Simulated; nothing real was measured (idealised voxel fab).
voxel capacitor over wiring: a process module
The width of the displayed cross-section, cut, is 165 nm; its cells are square, with a size of 5 nm.
When this document writes out a cross-section, it uses a grid of square cells and lists it as bands, beginning at the top and moving down, with a band standing for one or more rows of cells. Top height, bottom height, nm. Materials left to right, width each, nm. Single material + "full width" = fills band edge to edge. "empty" = empty. Measure heights from 0. That's the level where, below it, the as-received wafer is all one material. The lowest band is bottomless and extends downward; write it as in "0..down". Top row gets the first number, bottom row gets the second, and each row in between changes by the same step: that is how a band width like "30 to 40" works. "no modifications" after a step means that no cell of the cross-section changed. In "Closed-off voids" the enclosed voids are listed, meaning empty spaces of 8 cells or larger without any opening to the top. The form is width x height at distance, distance from the left edge, units nm. That trailing text on a step's line, after the settings, is the simulator's own remark on the step. overlay nm: for a step with a mask, the amount by which the mask lay right of where it was planned; a negative amount means left of it.

The process steps that were planned are listed below:
| 1 | RECEIVE: material Si |
| 2 | CONFORMAL_DEP: material SiO2, thk nm 10 |
| 3 | DIRECTIONAL_DEP: material TiN, thk nm 5 |
| 4 | DIRECTIONAL_DEP: material W, thk nm 15 |
| 5 | MASKED_ETCH: tone cover, mask id METAL_1, width nm 25, pitch nm 75, etch materials W, depth nm 15, overlay nm 0 |
| 6 | MASKED_ETCH: tone cover, mask id METAL_1, width nm 25, pitch nm 75, etch materials TiN, depth nm 5, overlay nm 0 |
| 7 | FILL_DEP: material lowk, thk nm 5 |
| 8 | CMP: height nm 30 |
| 9 | CONFORMAL_DEP: material SiCN, thk nm 5 |
| 10 | DIRECTIONAL_DEP: material lowk, thk nm 20 |
| 11 | PATTERN: tone open, mask id PLUG_1, material resist, width nm 15, thk nm 15, overlay nm 0 |
| 12 | DIRECTIONAL_ETCH: etch materials lowk, depth nm 20 |
| 13 | DIRECTIONAL_ETCH: etch materials SiCN, depth nm 5 |
| 14 | STRIP: etch materials resist |
| 15 | EPI: material Ru, thk nm 10 |
| 16 | EPI: material Ru, thk nm 10 |
| 17 | EPI: material Ru, thk nm 5 |
| 18 | DIRECTIONAL_DEP: material TiN, thk nm 5 |
| 19 | DIRECTIONAL_DEP: material HfO2, thk nm 5 |
| 20 | DIRECTIONAL_DEP: material TiN, thk nm 5 |
| 21 | PATTERN: tone cover, mask id UPPER_PLATE, material resist, width nm 55, thk nm 15, overlay nm 0 |
| 22 | DIRECTIONAL_ETCH: etch materials TiN, depth nm 5 |
| 23 | DIRECTIONAL_ETCH: etch materials HfO2, depth nm 5 |
| 24 | STRIP: etch materials resist |
| 25 | PATTERN: tone cover, mask id LOWER_PLATE, material resist, width nm 65, thk nm 15, overlay nm -15 |
| 26 | DIRECTIONAL_ETCH: etch materials TiN, depth nm 5 |
| 27 | STRIP: etch materials resist |
| 28 | FILL_DEP: material SiO2, thk nm 15 |
| 29 | CMP: height nm 80 |
| 30 | PATTERN: tone open, mask id PLUG_2, material resist, width nm 15, thk nm 15, overlay nm 0 |
| 31 | DIRECTIONAL_ETCH: etch materials SiO2, depth nm 10 |
| 32 | STRIP: etch materials resist |
| 33 | CONFORMAL_DEP: material TiN, thk nm 5 |
| 34 | FILL_DEP: material Ru, thk nm 5 |
| 35 | CMP: height nm 80 |
| 36 | CONFORMAL_DEP: material SiCN, thk nm 5 |
Across this set of wafers, the varied parameter is the overlay nm of step 25. Starting conditions are identical for every wafer, and the plan reports the value assigned to the first wafer.

The as-received cross-section of the first of several wafers corresponds to the state after step 1:
0..down  Si full width
Closed-off voids: none

Here is the cross-section of the first of several wafers at the end of the module, after its last step, step 36:
85..80  SiCN full width
80..75  50 of SiO2; 5 of TiN; 5 of Ru; 5 of TiN; 100 of SiO2
75..65  50 to 40 of SiO2; 15 to 45 of TiN; 100 to 80 of SiO2
65..60  40 of SiO2; 55 of HfO2; 70 of SiO2
60..55  20 of SiO2; 75 of TiN; 70 of SiO2
55..35  40 of lowk; 15 of Ru; 110 of lowk
35..30  40 of SiCN; 15 of Ru; 110 of SiCN
30..15  30 of lowk; 25 of W; 50 of lowk; 25 of W; 35 of lowk
15..10  30 of lowk; 25 of TiN; 50 of lowk; 25 of TiN; 35 of lowk
10..0  SiO2 full width
0..down  Si full width
Closed-off voids: none

Final wafer cross-section at module end:
85..80  SiCN full width
80..75  50 of SiO2; 5 of TiN; 5 of Ru; 5 of TiN; 100 of SiO2
75..65  50 of SiO2; 15 to 45 of TiN; 100 to 70 of SiO2
65..60  40 of SiO2; 55 of HfO2; 70 of SiO2
60..55  40 of SiO2; 75 of TiN; 50 of SiO2
55..35  40 of lowk; 15 of Ru; 110 of lowk
35..30  40 of SiCN; 15 of Ru; 110 of SiCN
30..15  30 of lowk; 25 of W; 50 of lowk; 25 of W; 35 of lowk
15..10  30 of lowk; 25 of TiN; 50 of lowk; 25 of TiN; 35 of lowk
10..0  SiO2 full width
0..down  Si full width
Closed-off voids: none

Row per wafer, end-of-module: cell gain (+)/loss (-) by material since the wafer came in, then closed voids:
overlay nm -15, +11 HfO2, +16 Ru, +63 SiCN, +190 SiO2, +39 TiN, +30 W, +212 lowk, Closed-off voids: none
overlay nm -10, +11 HfO2, +16 Ru, +63 SiCN, +190 SiO2, +39 TiN, +30 W, +212 lowk, Closed-off voids: none
overlay nm -5, +11 HfO2, +16 Ru, +63 SiCN, +190 SiO2, +39 TiN, +30 W, +212 lowk, Closed-off voids: none
overlay nm 0, +11 HfO2, +16 Ru, +63 SiCN, +190 SiO2, +39 TiN, +30 W, +212 lowk, Closed-off voids: none
overlay nm 5, +11 HfO2, +16 Ru, +63 SiCN, +190 SiO2, +39 TiN, +30 W, +212 lowk, Closed-off voids: none
overlay nm 10, +11 HfO2, +16 Ru, +63 SiCN, +190 SiO2, +39 TiN, +30 W, +212 lowk, Closed-off voids: none
overlay nm 15, +11 HfO2, +16 Ru, +63 SiCN, +190 SiO2, +39 TiN, +30 W, +212 lowk, Closed-off voids: none
